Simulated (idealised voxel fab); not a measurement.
process module | voxel self aligned vias
The figure presents cross-section cut, which has a width of 210 nm and is divided into square cells with an edge length of 5 nm.
Throughout this document, each cross-section is represented as a grid of square cells and is presented as a sequence of bands enumerated from the top downward, where a band comprises one or more rows of cells. Within each band entry, the heights of the top and of the bottom of the band appear first, in that order and in nm; the materials of the band then follow from left to right, each with its corresponding width in nm. The designation "full width" on a single material indicates that it fills the band from edge to edge; the designation "air" indicates empty space. Note: height 0 marks the level under which the wafer is uniformly one material as received. Lowest band unbounded below, written "0 down". Width: "30..40" (first number = top row, second number = bottom row, same change from row to row of cells). Basically "changes: none" means that step didn't change any cell in the cross-section. "Fully sealed voids" contains a list of empty spaces, each no smaller than 8 cells and without an open way to the top, written in the form width x height at distance with the distance from the left edge and all three in nm. That trailing text on a step's line, after the settings, is the simulator's own remark on the step. The optional step-line setting "overlay nm" applies to steps with a mask and quantifies how far to the right of its planned location the mask lay, a negative value indicating leftward placement.

# Intended process steps
1,RECEIVE,material Si
2,CONFORMAL_DEP,material SiO2,thk nm 15
3,CONFORMAL_DEP,material SiCN,thk nm 5
4,DIRECTIONAL_DEP,material SiO2,thk nm 25
5,PATTERN,tone open,mask id LINES,material resist,width nm 15,pitch nm 60,thk nm 15,overlay nm 0
6,DIRECTIONAL_ETCH,etch materials SiO2,depth nm 25
7,STRIP,etch materials resist
8,CONFORMAL_DEP,material TiN,thk nm 5
9,FILL_DEP,material Ru,thk nm 5
10,CMP,height nm 45
11,SELECTIVE_ETCH,etch materials W Ru TiN,depth nm 10
12,FILL_DEP,material SiN,thk nm 5
13,CMP,height nm 45
14,DIRECTIONAL_DEP,material SiO2,thk nm 20
15,DIRECTIONAL_DEP,material aC,thk nm 10
16,PATTERN,tone open,mask id VIAS,material resist,width nm 30,thk nm 30,overlay nm 0
17,DIRECTIONAL_ETCH,etch materials aC,depth nm 10
18,STRIP,etch materials resist
19,DIRECTIONAL_ETCH,etch materials SiO2,depth nm 20
20,DIRECTIONAL_ETCH,etch materials SiN,depth nm 10
21,STRIP,etch materials aC
22,CONFORMAL_DEP,material TiN,thk nm 5
23,FILL_DEP,material Cu,thk nm 5
24,CMP,height nm 65
25,CONFORMAL_DEP,material SiCN,thk nm 5
Be aware that, although all wafers share a common starting state, the width nm at step 5 differs among them, and the plan displays the first wafer's value.

# As received, i.e. after step 1: cross-section through the first of several wafers
0 down = Si full width
Fully sealed voids: none

# For your reference, the table is organized with a row per wafer; each row reflects the wafer at the end of the module, indicating for each material the cells gained (+) or lost (-) since receipt, and thereafter its closed voids
width nm 15 | +14 Cu | +4 Ru | +84 SiCN | +6 SiN | +450 SiO2 | +30 TiN | Fully sealed voids: none
width nm 20 | +16 Cu | +8 Ru | +84 SiCN | +8 SiN | +440 SiO2 | +32 TiN | Fully sealed voids: none
width nm 25 | +18 Cu | +12 Ru | +84 SiCN | +10 SiN | +430 SiO2 | +34 TiN | Fully sealed voids: none
width nm 30 | +20 Cu | +16 Ru | +84 SiCN | +12 SiN | +420 SiO2 | +36 TiN | Fully sealed voids: none
width nm 35 | +20 Cu | +20 Ru | +84 SiCN | +16 SiN | +410 SiO2 | +38 TiN | Fully sealed voids: none
